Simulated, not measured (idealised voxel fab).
process module | voxel wiring stack
cross-section cut | 225 nm wide | cells 5 nm
A cross-section is a grid of square cells, given in bands from the top down. A band is one or more rows of cells.
Each band's line starts with the height of the band's top and of its bottom, in nm. Then come its materials from left to right, each with its width in nm. One material with "throughout" fills the band from edge to edge. "air" is empty space.
Height 0 is the level under which the wafer as received is all one material. The lowest band goes on downwards, as in "0 down".
A width such as "30 to 40" changes by the same amount from each row of cells to the next, from the band's top row to its bottom row.
"no change" after a step means that no cell of the cross-section changed.
closed voids: empty space of 8 cells or more with no open way to the top, each as width x height at its distance from the left edge, in nm
after a step's settings: what the simulator itself notes on the step
overlay nm, on a step with a mask: how far to the right of its planned place the mask lay; to the left if negative
plan
1 op RECEIVE | material Si
2 op CONFORMAL_DEP | material SiO2 | thk nm 15
3 op CONFORMAL_DEP | material SiN | thk nm 5
4 op DIRECTIONAL_DEP | material lowk | thk nm 25
5 op MASKED_ETCH | tone open | mask id METAL_1 | width nm 20 | pitch nm 35 | etch materials lowk | depth nm 25 | overlay nm 0
6 op MASKED_ETCH | tone open | mask id METAL_1 | width nm 20 | pitch nm 35 | etch materials SiN | depth nm 5 | overlay nm 0
7 op CONFORMAL_DEP | material TiN | thk nm 5
8 op FILL_DEP | material Cu | thk nm 5
9 op CMP | height nm 45
10 op CONFORMAL_DEP | material SiCN | thk nm 5
11 op DIRECTIONAL_DEP | material lowk | thk nm 20
12 op DIRECTIONAL_DEP | material aC | thk nm 15
13 op PATTERN | tone open | mask id PLUG_1 | material resist | width nm 15 | pitch nm 35 | thk nm 35 | overlay nm 0
14 op DIRECTIONAL_ETCH | etch materials aC | depth nm 15
15 op STRIP | etch materials resist
16 op DIRECTIONAL_ETCH | etch materials lowk | depth nm 20
17 op DIRECTIONAL_ETCH | etch materials SiCN | depth nm 5
18 op STRIP | etch materials aC
19 op EPI | material Ru | thk nm 10
20 op EPI | material Ru | thk nm 10
21 op EPI | material Ru | thk nm 5
22 op DIRECTIONAL_DEP | material TiN | thk nm 5
23 op DIRECTIONAL_DEP | material W | thk nm 25
24 op MASKED_ETCH | tone cover | mask id METAL_2 | width nm 20 | pitch nm 35 | etch materials W | depth nm 25 | overlay nm 0
25 op MASKED_ETCH | tone cover | mask id METAL_2 | width nm 20 | pitch nm 35 | etch materials TiN | depth nm 5 | overlay nm 0
26 op CONFORMAL_DEP | material SiCN | thk nm 5
27 op FILL_DEP | material SiO2 | thk nm 10
28 op CMP | height nm 100
29 op CONFORMAL_DEP | material SiCN | thk nm 5
30 op DIRECTIONAL_DEP | material SiO2 | thk nm 35
31 op MASKED_ETCH | tone open | mask id METAL_3_HOLES | width nm 15 | pitch nm 35 | etch materials SiO2 | depth nm 35 | overlay nm 0
32 op PATTERN | tone open | mask id METAL_3 | material resist | width nm 20 | pitch nm 35 | thk nm 15 | overlay nm 0
33 op DIRECTIONAL_ETCH | etch materials SiO2 | depth nm 20
34 op DIRECTIONAL_ETCH | etch materials SiCN | depth nm 5
35 op STRIP | etch materials resist
36 op CONFORMAL_DEP | material TiN | thk nm 5
37 op FILL_DEP | material Cu | thk nm 5
38 op CMP | height nm 140
39 op CONFORMAL_DEP | material SiCN | thk nm 5
40 op DIRECTIONAL_DEP | material lowk | thk nm 15
41 op DIRECTIONAL_DEP | material aC | thk nm 10
42 op PATTERN | tone open | mask id PLUG_3 | material resist | width nm 15 | pitch nm 35 | thk nm 30 | overlay nm 0
43 op DIRECTIONAL_ETCH | etch materials aC | depth nm 10
44 op STRIP | etch materials resist
45 op DIRECTIONAL_ETCH | etch materials lowk | depth nm 15
46 op DIRECTIONAL_ETCH | etch materials SiCN | depth nm 5
47 op STRIP | etch materials aC
48 op EPI | material Ru | thk nm 10
49 op EPI | material Ru | thk nm 10
50 op CONFORMAL_DEP | material SiCN | thk nm 5
51 op DIRECTIONAL_DEP | material lowk | thk nm 20
52 op PATTERN | tone open | mask id METAL_4 | material resist | width nm 20 | pitch nm 35 | thk nm 15 | overlay nm 0
53 op DIRECTIONAL_ETCH | etch materials lowk | depth nm 20
54 op DIRECTIONAL_ETCH | etch materials SiCN | depth nm 5
55 op STRIP | etch materials resist
56 op CONFORMAL_DEP | material TiN | thk nm 5
57 op FILL_DEP | material Cu | thk nm 5
58 op CMP | height nm 185
59 op CONFORMAL_DEP | material SiN | thk nm 5
first wafer, as planned
as received, after step 1
  0 down: Si throughout
  closed voids: none
after step 2
  15 to 0: SiO2 throughout
  below 0: unchanged
after step 3
  20 to 15: SiN throughout
  below 15: unchanged
after step 4
  45 to 20: lowk throughout
  below 20: unchanged
after step 5
  45 to 20: lowk 50 | air 20 | lowk 15 | air 20 | lowk 15 | air 20 | lowk 15 | air 20 | lowk 50
  below 20: unchanged
after step 6
  45 to 20: lowk 50 | air 20 | lowk 15 | air 20 | lowk 15 | air 20 | lowk 15 | air 20 | lowk 50
  20 to 15: SiN 50 | air 20 | SiN 15 | air 20 | SiN 15 | air 20 | SiN 15 | air 20 | SiN 50
  below 15: unchanged
after step 7
  50 to 45: TiN 55 | air 10 | TiN 25 | air 10 | TiN 25 | air 10 | TiN 25 | air 10 | TiN 55
  45 to 20: lowk 50 | TiN 5 | air 10 | TiN 5 | lowk 15 | TiN 5 | air 10 | TiN 5 | lowk 15 | TiN 5 | air 10 | TiN 5 | lowk 15 | TiN 5 | air 10 | TiN 5 | lowk 50
  20 to 15: SiN 50 | TiN 20 | SiN 15 | TiN 20 | SiN 15 | TiN 20 | SiN 15 | TiN 20 | SiN 50
  below 15: unchanged
after step 8
  55 to 50: Cu throughout
  50 to 45: TiN 55 | Cu 10 | TiN 25 | Cu 10 | TiN 25 | Cu 10 | TiN 25 | Cu 10 | TiN 55
  45 to 20: lowk 50 | TiN 5 | Cu 10 | TiN 5 | lowk 15 | TiN 5 | Cu 10 | TiN 5 | lowk 15 | TiN 5 | Cu 10 | TiN 5 | lowk 15 | TiN 5 | Cu 10 | TiN 5 | lowk 50
  below 20: unchanged
after step 9
  45 to 20: lowk 50 | TiN 5 | Cu 10 | TiN 5 | lowk 15 | TiN 5 | Cu 10 | TiN 5 | lowk 15 | TiN 5 | Cu 10 | TiN 5 | lowk 15 | TiN 5 | Cu 10 | TiN 5 | lowk 50
  below 20: unchanged
after step 10
  50 to 45: SiCN throughout
  below 45: unchanged
after step 11
  70 to 50: lowk throughout
  below 50: unchanged
after step 12
  85 to 70: aC throughout
  below 70: unchanged
after step 13
  120 to 85: resist 50 | air 15 | resist 20 | air 15 | resist 20 | air 15 | resist 20 | air 15 | resist 55
  below 85: unchanged
after step 14
  105 to 85: resist 50 | air 15 | resist 20 | air 15 | resist 20 | air 15 | resist 20 | air 15 | resist 55
  85 to 70: aC 50 | air 15 | aC 20 | air 15 | aC 20 | air 15 | aC 20 | air 15 | aC 55
  below 70: unchanged
after step 15
  85 to 70: aC 50 | air 15 | aC 20 | air 15 | aC 20 | air 15 | aC 20 | air 15 | aC 55
  below 70: unchanged
after step 16
  85 to 70: aC 50 | air 15 | aC 20 | air 15 | aC 20 | air 15 | aC 20 | air 15 | aC 55
  70 to 50: lowk 50 | air 15 | lowk 20 | air 15 | lowk 20 | air 15 | lowk 20 | air 15 | lowk 55
  below 50: unchanged
after step 17
  85 to 70: aC 50 | air 15 | aC 20 | air 15 | aC 20 | air 15 | aC 20 | air 15 | aC 55
  70 to 50: lowk 50 | air 15 | lowk 20 | air 15 | lowk 20 | air 15 | lowk 20 | air 15 | lowk 55
  50 to 45: SiCN 50 | air 15 | SiCN 20 | air 15 | SiCN 20 | air 15 | SiCN 20 | air 15 | SiCN 55
  below 45: unchanged
after step 18
  70 to 50: lowk 50 | air 15 | lowk 20 | air 15 | lowk 20 | air 15 | lowk 20 | air 15 | lowk 55
  below 50: unchanged
after step 19
  70 to 55: lowk 50 | air 15 | lowk 20 | air 15 | lowk 20 | air 15 | lowk 20 | air 15 | lowk 55
  55 to 50: lowk 50 | Ru 15 | lowk 20 | Ru 15 | lowk 20 | Ru 15 | lowk 20 | Ru 15 | lowk 55
  50 to 45: SiCN 50 | Ru 15 | SiCN 20 | Ru 15 | SiCN 20 | Ru 15 | SiCN 20 | Ru 15 | SiCN 55
  below 45: unchanged
after step 20
  70 to 65: lowk 50 | air 15 | lowk 20 | air 15 | lowk 20 | air 15 | lowk 20 | air 15 | lowk 55
  65 to 50: lowk 50 | Ru 15 | lowk 20 | Ru 15 | lowk 20 | Ru 15 | lowk 20 | Ru 15 | lowk 55
  below 50: unchanged
after step 21
  70 to 50: lowk 50 | Ru 15 | lowk 20 | Ru 15 | lowk 20 | Ru 15 | lowk 20 | Ru 15 | lowk 55
  below 50: unchanged
after step 22
  75 to 70: TiN throughout
  below 70: unchanged
after step 23
  100 to 75: W throughout
  below 75: unchanged
after step 24
  100 to 75: air 50 | W 20 | air 15 | W 20 | air 15 | W 20 | air 15 | W 20 | air 50
  below 75: unchanged
after step 25
  100 to 75: air 50 | W 20 | air 15 | W 20 | air 15 | W 20 | air 15 | W 20 | air 50
  75 to 70: air 50 | TiN 20 | air 15 | TiN 20 | air 15 | TiN 20 | air 15 | TiN 20 | air 50
  below 70: unchanged
after step 26
  105 to 100: air 45 | SiCN 30 | air 5 | SiCN 30 | air 5 | SiCN 30 | air 5 | SiCN 30 | air 45
  100 to 75: air 45 | SiCN 5 | W 20 | SiCN 5 | air 5 | SiCN 5 | W 20 | SiCN 5 | air 5 | SiCN 5 | W 20 | SiCN 5 | air 5 | SiCN 5 | W 20 | SiCN 5 | air 45
  75 to 70: SiCN 50 | TiN 20 | SiCN 15 | TiN 20 | SiCN 15 | TiN 20 | SiCN 15 | TiN 20 | SiCN 50
  below 70: unchanged
after step 27
  115 to 105: SiO2 throughout
  105 to 100: SiO2 45 | SiCN 30 | SiO2 5 | SiCN 30 | SiO2 5 | SiCN 30 | SiO2 5 | SiCN 30 | SiO2 45
  100 to 75: SiO2 45 | SiCN 5 | W 20 | SiCN 5 | SiO2 5 | SiCN 5 | W 20 | SiCN 5 | SiO2 5 | SiCN 5 | W 20 | SiCN 5 | SiO2 5 | SiCN 5 | W 20 | SiCN 5 | SiO2 45
  below 75: unchanged
after step 28
  100 to 75: SiO2 45 | SiCN 5 | W 20 | SiCN 5 | SiO2 5 | SiCN 5 | W 20 | SiCN 5 | SiO2 5 | SiCN 5 | W 20 | SiCN 5 | SiO2 5 | SiCN 5 | W 20 | SiCN 5 | SiO2 45
  below 75: unchanged
after step 29
  105 to 100: SiCN throughout
  below 100: unchanged
after step 30
  140 to 105: SiO2 throughout
  below 105: unchanged
after step 31
  140 to 105: SiO2 50 | air 15 | SiO2 20 | air 15 | SiO2 20 | air 15 | SiO2 20 | air 15 | SiO2 55
  below 105: unchanged
after step 32
  155 to 140: resist 50 | air 20 | resist 15 | air 20 | resist 15 | air 20 | resist 15 | air 20 | resist 50
  below 140: unchanged
after step 33
  155 to 140: resist 50 | air 20 | resist 15 | air 20 | resist 15 | air 20 | resist 15 | air 20 | resist 50
  140 to 120: SiO2 50 | air 20 | SiO2 15 | air 20 | SiO2 15 | air 20 | SiO2 15 | air 20 | SiO2 50
  below 120: unchanged
after step 34
  155 to 140: resist 50 | air 20 | resist 15 | air 20 | resist 15 | air 20 | resist 15 | air 20 | resist 50
  140 to 120: SiO2 50 | air 20 | SiO2 15 | air 20 | SiO2 15 | air 20 | SiO2 15 | air 20 | SiO2 50
  120 to 105: SiO2 50 | air 15 | SiO2 20 | air 15 | SiO2 20 | air 15 | SiO2 20 | air 15 | SiO2 55
  105 to 100: SiCN 50 | air 15 | SiCN 20 | air 15 | SiCN 20 | air 15 | SiCN 20 | air 15 | SiCN 55
  below 100: unchanged
after step 35
  140 to 120: SiO2 50 | air 20 | SiO2 15 | air 20 | SiO2 15 | air 20 | SiO2 15 | air 20 | SiO2 50
  below 120: unchanged
after step 36
  145 to 140: TiN 55 | air 10 | TiN 25 | air 10 | TiN 25 | air 10 | TiN 25 | air 10 | TiN 55
  140 to 125: SiO2 50 | TiN 5 | air 10 | TiN 5 | SiO2 15 | TiN 5 | air 10 | TiN 5 | SiO2 15 | TiN 5 | air 10 | TiN 5 | SiO2 15 | TiN 5 | air 10 | TiN 5 | SiO2 50
  125 to 120: SiO2 50 | TiN 5 | air 5 | TiN 10 | SiO2 15 | TiN 5 | air 5 | TiN 10 | SiO2 15 | TiN 5 | air 5 | TiN 10 | SiO2 15 | TiN 5 | air 5 | TiN 10 | SiO2 50
  120 to 105: SiO2 50 | TiN 5 | air 5 | TiN 5 | SiO2 20 | TiN 5 | air 5 | TiN 5 | SiO2 20 | TiN 5 | air 5 | TiN 5 | SiO2 20 | TiN 5 | air 5 | TiN 5 | SiO2 55
  105 to 100: SiCN 50 | TiN 15 | SiCN 20 | TiN 15 | SiCN 20 | TiN 15 | SiCN 20 | TiN 15 | SiCN 55
  below 100: unchanged
after step 37
  150 to 145: Cu throughout
  145 to 140: TiN 55 | Cu 10 | TiN 25 | Cu 10 | TiN 25 | Cu 10 | TiN 25 | Cu 10 | TiN 55
  140 to 125: SiO2 50 | TiN 5 | Cu 10 | TiN 5 | SiO2 15 | TiN 5 | Cu 10 | TiN 5 | SiO2 15 | TiN 5 | Cu 10 | TiN 5 | SiO2 15 | TiN 5 | Cu 10 | TiN 5 | SiO2 50
  125 to 120: SiO2 50 | TiN 5 | Cu 5 | TiN 10 | SiO2 15 | TiN 5 | Cu 5 | TiN 10 | SiO2 15 | TiN 5 | Cu 5 | TiN 10 | SiO2 15 | TiN 5 | Cu 5 | TiN 10 | SiO2 50
  120 to 105: SiO2 50 | TiN 5 | Cu 5 | TiN 5 | SiO2 20 | TiN 5 | Cu 5 | TiN 5 | SiO2 20 | TiN 5 | Cu 5 | TiN 5 | SiO2 20 | TiN 5 | Cu 5 | TiN 5 | SiO2 55
  below 105: unchanged
after step 38
  140 to 125: SiO2 50 | TiN 5 | Cu 10 | TiN 5 | SiO2 15 | TiN 5 | Cu 10 | TiN 5 | SiO2 15 | TiN 5 | Cu 10 | TiN 5 | SiO2 15 | TiN 5 | Cu 10 | TiN 5 | SiO2 50
  below 125: unchanged
after step 39
  145 to 140: SiCN throughout
  below 140: unchanged
after step 40
  160 to 145: lowk throughout
  below 145: unchanged
after step 41
  170 to 160: aC throughout
  below 160: unchanged
after step 42
  200 to 170: resist 50 | air 15 | resist 20 | air 15 | resist 20 | air 15 | resist 20 | air 15 | resist 55
  below 170: unchanged
after step 43
  190 to 170: resist 50 | air 15 | resist 20 | air 15 | resist 20 | air 15 | resist 20 | air 15 | resist 55
  170 to 160: aC 50 | air 15 | aC 20 | air 15 | aC 20 | air 15 | aC 20 | air 15 | aC 55
  below 160: unchanged
after step 44
  170 to 160: aC 50 | air 15 | aC 20 | air 15 | aC 20 | air 15 | aC 20 | air 15 | aC 55
  below 160: unchanged
after step 45
  170 to 160: aC 50 | air 15 | aC 20 | air 15 | aC 20 | air 15 | aC 20 | air 15 | aC 55
  160 to 145: lowk 50 | air 15 | lowk 20 | air 15 | lowk 20 | air 15 | lowk 20 | air 15 | lowk 55
  below 145: unchanged
after step 46
  170 to 160: aC 50 | air 15 | aC 20 | air 15 | aC 20 | air 15 | aC 20 | air 15 | aC 55
  160 to 145: lowk 50 | air 15 | lowk 20 | air 15 | lowk 20 | air 15 | lowk 20 | air 15 | lowk 55
  145 to 140: SiCN 50 | air 15 | SiCN 20 | air 15 | SiCN 20 | air 15 | SiCN 20 | air 15 | SiCN 55
  below 140: unchanged
after step 47
  160 to 145: lowk 50 | air 15 | lowk 20 | air 15 | lowk 20 | air 15 | lowk 20 | air 15 | lowk 55
  below 145: unchanged
after step 48
  160 to 150: lowk 50 | air 15 | lowk 20 | air 15 | lowk 20 | air 15 | lowk 20 | air 15 | lowk 55
  150 to 145: lowk 50 | Ru 15 | lowk 20 | Ru 15 | lowk 20 | Ru 15 | lowk 20 | Ru 15 | lowk 55
  145 to 140: SiCN 50 | Ru 15 | SiCN 20 | Ru 15 | SiCN 20 | Ru 15 | SiCN 20 | Ru 15 | SiCN 55
  below 140: unchanged
after step 49
  160 to 145: lowk 50 | Ru 15 | lowk 20 | Ru 15 | lowk 20 | Ru 15 | lowk 20 | Ru 15 | lowk 55
  below 145: unchanged
after step 50
  165 to 160: SiCN throughout
  below 160: unchanged
after step 51
  185 to 165: lowk throughout
  below 165: unchanged
after step 52
  200 to 185: resist 50 | air 20 | resist 15 | air 20 | resist 15 | air 20 | resist 15 | air 20 | resist 50
  below 185: unchanged
after step 53
  200 to 185: resist 50 | air 20 | resist 15 | air 20 | resist 15 | air 20 | resist 15 | air 20 | resist 50
  185 to 165: lowk 50 | air 20 | lowk 15 | air 20 | lowk 15 | air 20 | lowk 15 | air 20 | lowk 50
  below 165: unchanged
after step 54
  200 to 185: resist 50 | air 20 | resist 15 | air 20 | resist 15 | air 20 | resist 15 | air 20 | resist 50
  185 to 165: lowk 50 | air 20 | lowk 15 | air 20 | lowk 15 | air 20 | lowk 15 | air 20 | lowk 50
  165 to 160: SiCN 50 | air 20 | SiCN 15 | air 20 | SiCN 15 | air 20 | SiCN 15 | air 20 | SiCN 50
  below 160: unchanged
after step 55
  185 to 165: lowk 50 | air 20 | lowk 15 | air 20 | lowk 15 | air 20 | lowk 15 | air 20 | lowk 50
  below 165: unchanged
after step 56
  190 to 185: TiN 55 | air 10 | TiN 25 | air 10 | TiN 25 | air 10 | TiN 25 | air 10 | TiN 55
  185 to 165: lowk 50 | TiN 5 | air 10 | TiN 5 | lowk 15 | TiN 5 | air 10 | TiN 5 | lowk 15 | TiN 5 | air 10 | TiN 5 | lowk 15 | TiN 5 | air 10 | TiN 5 | lowk 50
  165 to 160: SiCN 50 | TiN 20 | SiCN 15 | TiN 20 | SiCN 15 | TiN 20 | SiCN 15 | TiN 20 | SiCN 50
  below 160: unchanged
after step 57
  195 to 190: Cu throughout
  190 to 185: TiN 55 | Cu 10 | TiN 25 | Cu 10 | TiN 25 | Cu 10 | TiN 25 | Cu 10 | TiN 55
  185 to 165: lowk 50 | TiN 5 | Cu 10 | TiN 5 | lowk 15 | TiN 5 | Cu 10 | TiN 5 | lowk 15 | TiN 5 | Cu 10 | TiN 5 | lowk 15 | TiN 5 | Cu 10 | TiN 5 | lowk 50
  below 165: unchanged
after step 58
  185 to 165: lowk 50 | TiN 5 | Cu 10 | TiN 5 | lowk 15 | TiN 5 | Cu 10 | TiN 5 | lowk 15 | TiN 5 | Cu 10 | TiN 5 | lowk 15 | TiN 5 | Cu 10 | TiN 5 | lowk 50
  below 165: unchanged
after step 59
  190 to 185: SiN throughout
  below 185: unchanged
second wafer: like start, like plan, one mistake. Through step 30 it matches the first wafer
when step 31 should have ended
  140 to 105: SiO2 55 | air 15 | SiO2 20 | air 15 | SiO2 20 | air 15 | SiO2 20 | air 15 | SiO2 50
  below 105: unchanged
when step 32 should have ended
  155 to 140: resist 50 | air 20 | resist 15 | air 20 | resist 15 | air 20 | resist 15 | air 20 | resist 50
  below 140: unchanged
when step 33 should have ended
  155 to 140: resist 50 | air 20 | resist 15 | air 20 | resist 15 | air 20 | resist 15 | air 20 | resist 50
  140 to 120: SiO2 50 | air 20 | SiO2 15 | air 20 | SiO2 15 | air 20 | SiO2 15 | air 20 | SiO2 50
  below 120: unchanged
when step 34 should have ended
  155 to 140: resist 50 | air 20 | resist 15 | air 20 | resist 15 | air 20 | resist 15 | air 20 | resist 50
  140 to 120: SiO2 50 | air 20 | SiO2 15 | air 20 | SiO2 15 | air 20 | SiO2 15 | air 20 | SiO2 50
  120 to 105: SiO2 55 | air 15 | SiO2 20 | air 15 | SiO2 20 | air 15 | SiO2 20 | air 15 | SiO2 50
  105 to 100: SiCN 55 | air 15 | SiCN 20 | air 15 | SiCN 20 | air 15 | SiCN 20 | air 15 | SiCN 50
  below 100: unchanged
when step 35 should have ended
  140 to 120: SiO2 50 | air 20 | SiO2 15 | air 20 | SiO2 15 | air 20 | SiO2 15 | air 20 | SiO2 50
  below 120: unchanged
when step 36 should have ended
  145 to 140: TiN 55 | air 10 | TiN 25 | air 10 | TiN 25 | air 10 | TiN 25 | air 10 | TiN 55
  140 to 125: SiO2 50 | TiN 5 | air 10 | TiN 5 | SiO2 15 | TiN 5 | air 10 | TiN 5 | SiO2 15 | TiN 5 | air 10 | TiN 5 | SiO2 15 | TiN 5 | air 10 | TiN 5 | SiO2 50
  125 to 120: SiO2 50 | TiN 10 | air 5 | TiN 5 | SiO2 15 | TiN 10 | air 5 | TiN 5 | SiO2 15 | TiN 10 | air 5 | TiN 5 | SiO2 15 | TiN 10 | air 5 | TiN 5 | SiO2 50
  120 to 105: SiO2 55 | TiN 5 | air 5 | TiN 5 | SiO2 20 | TiN 5 | air 5 | TiN 5 | SiO2 20 | TiN 5 | air 5 | TiN 5 | SiO2 20 | TiN 5 | air 5 | TiN 5 | SiO2 50
  105 to 100: SiCN 55 | TiN 15 | SiCN 20 | TiN 15 | SiCN 20 | TiN 15 | SiCN 20 | TiN 15 | SiCN 50
  below 100: unchanged
when step 37 should have ended
  150 to 145: Cu throughout
  145 to 140: TiN 55 | Cu 10 | TiN 25 | Cu 10 | TiN 25 | Cu 10 | TiN 25 | Cu 10 | TiN 55
  140 to 125: SiO2 50 | TiN 5 | Cu 10 | TiN 5 | SiO2 15 | TiN 5 | Cu 10 | TiN 5 | SiO2 15 | TiN 5 | Cu 10 | TiN 5 | SiO2 15 | TiN 5 | Cu 10 | TiN 5 | SiO2 50
  125 to 120: SiO2 50 | TiN 10 | Cu 5 | TiN 5 | SiO2 15 | TiN 10 | Cu 5 | TiN 5 | SiO2 15 | TiN 10 | Cu 5 | TiN 5 | SiO2 15 | TiN 10 | Cu 5 | TiN 5 | SiO2 50
  120 to 105: SiO2 55 | TiN 5 | Cu 5 | TiN 5 | SiO2 20 | TiN 5 | Cu 5 | TiN 5 | SiO2 20 | TiN 5 | Cu 5 | TiN 5 | SiO2 20 | TiN 5 | Cu 5 | TiN 5 | SiO2 50
  below 105: unchanged
when step 38 should have ended
  140 to 125: SiO2 50 | TiN 5 | Cu 10 | TiN 5 | SiO2 15 | TiN 5 | Cu 10 | TiN 5 | SiO2 15 | TiN 5 | Cu 10 | TiN 5 | SiO2 15 | TiN 5 | Cu 10 | TiN 5 | SiO2 50
  below 125: unchanged
when step 39 should have ended
  145 to 140: SiCN throughout
  below 140: unchanged
when step 40 should have ended
  160 to 145: lowk throughout
  below 145: unchanged
when step 41 should have ended
  170 to 160: aC throughout
  below 160: unchanged
when step 42 should have ended
  200 to 170: resist 50 | air 15 | resist 20 | air 15 | resist 20 | air 15 | resist 20 | air 15 | resist 55
  below 170: unchanged
when step 43 should have ended
  190 to 170: resist 50 | air 15 | resist 20 | air 15 | resist 20 | air 15 | resist 20 | air 15 | resist 55
  170 to 160: aC 50 | air 15 | aC 20 | air 15 | aC 20 | air 15 | aC 20 | air 15 | aC 55
  below 160: unchanged
when step 44 should have ended
  170 to 160: aC 50 | air 15 | aC 20 | air 15 | aC 20 | air 15 | aC 20 | air 15 | aC 55
  below 160: unchanged
when step 45 should have ended
  170 to 160: aC 50 | air 15 | aC 20 | air 15 | aC 20 | air 15 | aC 20 | air 15 | aC 55
  160 to 145: lowk 50 | air 15 | lowk 20 | air 15 | lowk 20 | air 15 | lowk 20 | air 15 | lowk 55
  below 145: unchanged
when step 46 should have ended
  170 to 160: aC 50 | air 15 | aC 20 | air 15 | aC 20 | air 15 | aC 20 | air 15 | aC 55
  160 to 145: lowk 50 | air 15 | lowk 20 | air 15 | lowk 20 | air 15 | lowk 20 | air 15 | lowk 55
  145 to 140: SiCN 50 | air 15 | SiCN 20 | air 15 | SiCN 20 | air 15 | SiCN 20 | air 15 | SiCN 55
  below 140: unchanged
when step 47 should have ended
  160 to 145: lowk 50 | air 15 | lowk 20 | air 15 | lowk 20 | air 15 | lowk 20 | air 15 | lowk 55
  below 145: unchanged
when step 48 should have ended
  160 to 150: lowk 50 | air 15 | lowk 20 | air 15 | lowk 20 | air 15 | lowk 20 | air 15 | lowk 55
  150 to 145: lowk 50 | Ru 15 | lowk 20 | Ru 15 | lowk 20 | Ru 15 | lowk 20 | Ru 15 | lowk 55
  145 to 140: SiCN 50 | Ru 15 | SiCN 20 | Ru 15 | SiCN 20 | Ru 15 | SiCN 20 | Ru 15 | SiCN 55
  below 140: unchanged
when step 49 should have ended
  160 to 145: lowk 50 | Ru 15 | lowk 20 | Ru 15 | lowk 20 | Ru 15 | lowk 20 | Ru 15 | lowk 55
  below 145: unchanged
when step 50 should have ended
  165 to 160: SiCN throughout
  below 160: unchanged
when step 51 should have ended
  185 to 165: lowk throughout
  below 165: unchanged
when step 52 should have ended
  200 to 185: resist 50 | air 20 | resist 15 | air 20 | resist 15 | air 20 | resist 15 | air 20 | resist 50
  below 185: unchanged
when step 53 should have ended
  200 to 185: resist 50 | air 20 | resist 15 | air 20 | resist 15 | air 20 | resist 15 | air 20 | resist 50
  185 to 165: lowk 50 | air 20 | lowk 15 | air 20 | lowk 15 | air 20 | lowk 15 | air 20 | lowk 50
  below 165: unchanged
when step 54 should have ended
  200 to 185: resist 50 | air 20 | resist 15 | air 20 | resist 15 | air 20 | resist 15 | air 20 | resist 50
  185 to 165: lowk 50 | air 20 | lowk 15 | air 20 | lowk 15 | air 20 | lowk 15 | air 20 | lowk 50
  165 to 160: SiCN 50 | air 20 | SiCN 15 | air 20 | SiCN 15 | air 20 | SiCN 15 | air 20 | SiCN 50
  below 160: unchanged
when step 55 should have ended
  185 to 165: lowk 50 | air 20 | lowk 15 | air 20 | lowk 15 | air 20 | lowk 15 | air 20 | lowk 50
  below 165: unchanged
when step 56 should have ended
  190 to 185: TiN 55 | air 10 | TiN 25 | air 10 | TiN 25 | air 10 | TiN 25 | air 10 | TiN 55
  185 to 165: lowk 50 | TiN 5 | air 10 | TiN 5 | lowk 15 | TiN 5 | air 10 | TiN 5 | lowk 15 | TiN 5 | air 10 | TiN 5 | lowk 15 | TiN 5 | air 10 | TiN 5 | lowk 50
  165 to 160: SiCN 50 | TiN 20 | SiCN 15 | TiN 20 | SiCN 15 | TiN 20 | SiCN 15 | TiN 20 | SiCN 50
  below 160: unchanged
when step 57 should have ended
  195 to 190: Cu throughout
  190 to 185: TiN 55 | Cu 10 | TiN 25 | Cu 10 | TiN 25 | Cu 10 | TiN 25 | Cu 10 | TiN 55
  185 to 165: lowk 50 | TiN 5 | Cu 10 | TiN 5 | lowk 15 | TiN 5 | Cu 10 | TiN 5 | lowk 15 | TiN 5 | Cu 10 | TiN 5 | lowk 15 | TiN 5 | Cu 10 | TiN 5 | lowk 50
  below 165: unchanged
when step 58 should have ended
  185 to 165: lowk 50 | TiN 5 | Cu 10 | TiN 5 | lowk 15 | TiN 5 | Cu 10 | TiN 5 | lowk 15 | TiN 5 | Cu 10 | TiN 5 | lowk 15 | TiN 5 | Cu 10 | TiN 5 | lowk 50
  below 165: unchanged
when step 59 should have ended
  190 to 185: SiN throughout
  below 185: unchanged
what went wrong: step 31 ran as: op MASKED_ETCH | tone open | mask id METAL_3_HOLES | width nm 15 | pitch nm 35 | etch materials SiO2 | depth nm 35 | overlay nm 5
at the end the second wafer has, in cells: as many of each material as the first, in other places
